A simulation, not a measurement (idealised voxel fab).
The process module presented herein is designated voxel quadruple lines.
Section shown: cut. Width: 245 nm. Cell size: 5 nm, square.
Bands, listed from the top down, are how a cross-section gets written in this document; the cross-section itself is a grid of square cells, and a band is one or more rows of them. Read a band's entry like this: the first values are the height of its top and the height of its bottom in nm, and what follows is the sequence of materials from left to right, each with its width in nm. Note that "empty" is empty space, and that a single material marked "full width" reaches across the band from edge to edge. Note: height 0 marks the level under which the wafer is uniformly one material as received. Lowest band unbounded below, written "0 nm and below". The notation "30..40" denotes a width that varies across the rows of cells in the band, beginning at the first number in the top row, finishing at the second number in the bottom row, and changing by an identical amount from each row to the next. Where a step carries "all unchanged", the cross-section came out of it unchanged, cell for cell. Closed empty spaces (no open way to the top) of 8 cells or more are what "Tabulated closed voids" lists, each as width x height at distance from the left edge, nm for all three. Read whatever lies past the settings on a step's line as the simulator's own remark about the step. "overlay nm" answers the question of how far to the right of plan the mask lay on a step that has a mask, and when it is negative the answer is to the left.

Process steps (planned):
step 1: RECEIVE (material Si)
step 2: CONFORMAL_DEP (material Al2O3; thk nm 10)
step 3: DIRECTIONAL_DEP (material TiN; thk nm 10)
step 4: DIRECTIONAL_DEP (material polySi; thk nm 15)
step 5: DIRECTIONAL_DEP (material aC; thk nm 25)
step 6: PATTERN (tone cover; mask id MANDREL; material resist; width nm 25; pitch nm 80; thk nm 35; overlay nm 0)
step 7: DIRECTIONAL_ETCH (etch materials aC; depth nm 25)
step 8: STRIP (etch materials resist)
step 9: CONFORMAL_DEP (material SiO2; thk nm 15)
step 10: DIRECTIONAL_ETCH (etch materials SiO2; depth nm 15)
step 11: STRIP (etch materials aC)
step 12: DIRECTIONAL_ETCH (etch materials polySi; depth nm 15)
step 13: STRIP (etch materials SiO2)
step 14: CONFORMAL_DEP (material SiN; thk nm 5)
step 15: DIRECTIONAL_ETCH (etch materials SiN; depth nm 5)
step 16: STRIP (etch materials polySi)
step 17: DIRECTIONAL_ETCH (etch materials TiN; depth nm 10)
step 18: STRIP (etch materials SiN)

Cross-section, incoming material, after step 1:
- 0 nm and below | Si full width
- Tabulated closed voids: none

First wafer of two, sectioned at end of module; run went per plan:
- 20 nm to 10 nm | empty 50 nm | TiN 5 nm | empty 15 nm | TiN 5 nm | empty 15 nm | TiN 5 nm | empty 15 nm | TiN 5 nm | empty 15 nm | TiN 5 nm | empty 15 nm | TiN 5 nm | empty 15 nm | TiN 5 nm | empty 15 nm | TiN 5 nm | empty 50 nm
- 10 nm to 0 nm | Al2O3 full width
- 0 nm and below | Si full width
- Tabulated closed voids: none

Cross-sectional view: second of two wafers, end of module; start and plan identical to the first, one mistake in running:
- 40 nm to 35 nm | empty 50 nm | aC 25 nm | empty 15 nm | aC 25 nm | empty 15 nm | aC 25 nm | empty 15 nm | aC 25 nm | empty 50 nm
- 35 nm to 25 nm | empty 50 nm | aC 5 nm | polySi 15 nm | aC 5 nm | empty 15 nm | aC 5 nm | polySi 15 nm | aC 5 nm | empty 15 nm | aC 5 nm | polySi 15 nm | aC 5 nm | empty 15 nm | aC 5 nm | polySi 15 nm | aC 5 nm | empty 50 nm
- 25 nm to 20 nm | aC 55 nm | polySi 15 nm | aC 25 nm | polySi 15 nm | aC 25 nm | polySi 15 nm | aC 25 nm | polySi 15 nm | aC 55 nm
- 20 nm to 10 nm | TiN full width
- 10 nm to 0 nm | Al2O3 full width
- 0 nm and below | Si full width
- Tabulated closed voids: none
Error vs. plan: step 14: run off-plan, actual operation and settings CONFORMAL_DEP (material aC; thk nm 5)
The second wafer ends with more or fewer cells of some materials than the first, per final count: TiN: 82 more, aC: 73 more, polySi: 36 more
